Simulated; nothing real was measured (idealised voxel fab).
You're looking at the process module voxel ribs on slabs.
Each square cell in cross-section cut measures 5 nm, and the section as a whole is 240 nm wide.
How to read a cross-section here: the picture is a grid of square cells, written as bands going from the top down, and any band can span one or more rows of cells.
Band: top and bottom heights (nm) first, top before bottom; then materials from left to right, widths in nm. "edge to edge" marks a sole material filling the band edge to edge. "empty" denotes empty space.
Counting heights begins at 0, where everything beneath is, in the wafer as received, one material. The lowest band has no bottom; it goes on downwards, as "0 and below" shows.
A width such as "30->40" changes by the same amount from each row of cells to the next, from the band's top row to its bottom row.
"remained the same" means the step left every cell of the cross-section as it was.
Empty spaces counting at least 8 cells and having no open way to the top are listed in "Fully closed voids". The notation width x height at distance is used for each, the distance being from the left edge and all three values in nm.
On each step's line, the part that comes after the settings is the simulator's own comment on the step.
overlay nm: for a step with a mask, the amount by which the mask lay right of where it was planned; a negative amount means left of it.

[Process steps foreseen in the plan]
1. RECEIVE: material Si
2. DIRECTIONAL_DEP: material SiO2, thk nm 30
3. DIRECTIONAL_DEP: material SiN, thk nm 20
4. MASKED_ETCH: tone cover, mask id RIB, width nm 30, etch materials SiN, depth nm 10, overlay nm 0
5. PATTERN: tone cover, mask id SLAB, material resist, width nm 60, thk nm 20, overlay nm 0
6. DIRECTIONAL_ETCH: etch materials SiN, depth nm 10
7. STRIP: etch materials resist
8. FILL_DEP: material SiO2, thk nm 20
9. CMP: height nm 60
10. DIRECTIONAL_DEP: material TiN, thk nm 10
11. MASKED_ETCH: tone cover, mask id HEATER, width nm 40, etch materials TiN, depth nm 10, overlay nm 0
12. CONFORMAL_DEP: material SiO2, thk nm 5

[Concerning the first of two wafers, which was run in accordance with the plan]

[This is the cross-section of the wafer as we received it, i.e. after step 1]
> 0 and below: Si edge to edge
> Fully closed voids: none

[So this is the wafer cross-section right after step 2]
> 30 down to 0: SiO2 edge to edge
> Under 0: no change, same as before.

[So this is the wafer cross-section right after step 3]
> 50 down to 30: SiN edge to edge
> Under 30: no change, same as before.

[So this is the wafer cross-section right after step 4]
> 50 down to 40: empty 105, SiN 30, empty 105
> Under 40: no change, same as before.

[So this is the wafer cross-section right after step 5]
> 70 down to 50: empty 90, resist 60, empty 90
> 50 down to 40: empty 90, resist 15, SiN 30, resist 15, empty 90
> Under 40: no change, same as before.

[So this is the wafer cross-section right after step 6]
> 70 down to 50: empty 90, resist 60, empty 90
> 50 down to 40: empty 90, resist 15, SiN 30, resist 15, empty 90
> 40 down to 30: empty 90, SiN 60, empty 90
> Under 30: no change, same as before.

[So this is the wafer cross-section right after step 7]
> 50 down to 40: empty 105, SiN 30, empty 105
> Under 40: no change, same as before.

[So this is the wafer cross-section right after step 8]
> 70 down to 50: SiO2 edge to edge
> 50 down to 40: SiO2 105, SiN 30, SiO2 105
> 40 down to 30: SiO2 90, SiN 60, SiO2 90
> Under 30: no change, same as before.

[So this is the wafer cross-section right after step 9]
> 60 down to 50: SiO2 edge to edge
> Under 50: no change, same as before.

[So this is the wafer cross-section right after step 10]
> 70 down to 60: TiN edge to edge
> Under 60: no change, same as before.

[So this is the wafer cross-section right after step 11]
> 70 down to 60: empty 100, TiN 40, empty 100
> Under 60: no change, same as before.

[So this is the wafer cross-section right after step 12]
> 75 down to 70: empty 95, SiO2 50, empty 95
> 70 down to 65: empty 95, SiO2 5, TiN 40, SiO2 5, empty 95
> 65 down to 60: SiO2 100, TiN 40, SiO2 100
> Under 60: no change, same as before.

[Second wafer: same start and same plan as the first, one execution error; identical to the first through step 11]

Cross-section of the second wafer when, according to plan, step 12 should have finished: remained the same
Deviation noted in wafer processing: step 12 was left out
End of process, cell counts, second wafer against first, materials with more or fewer: 52 fewer of SiO2
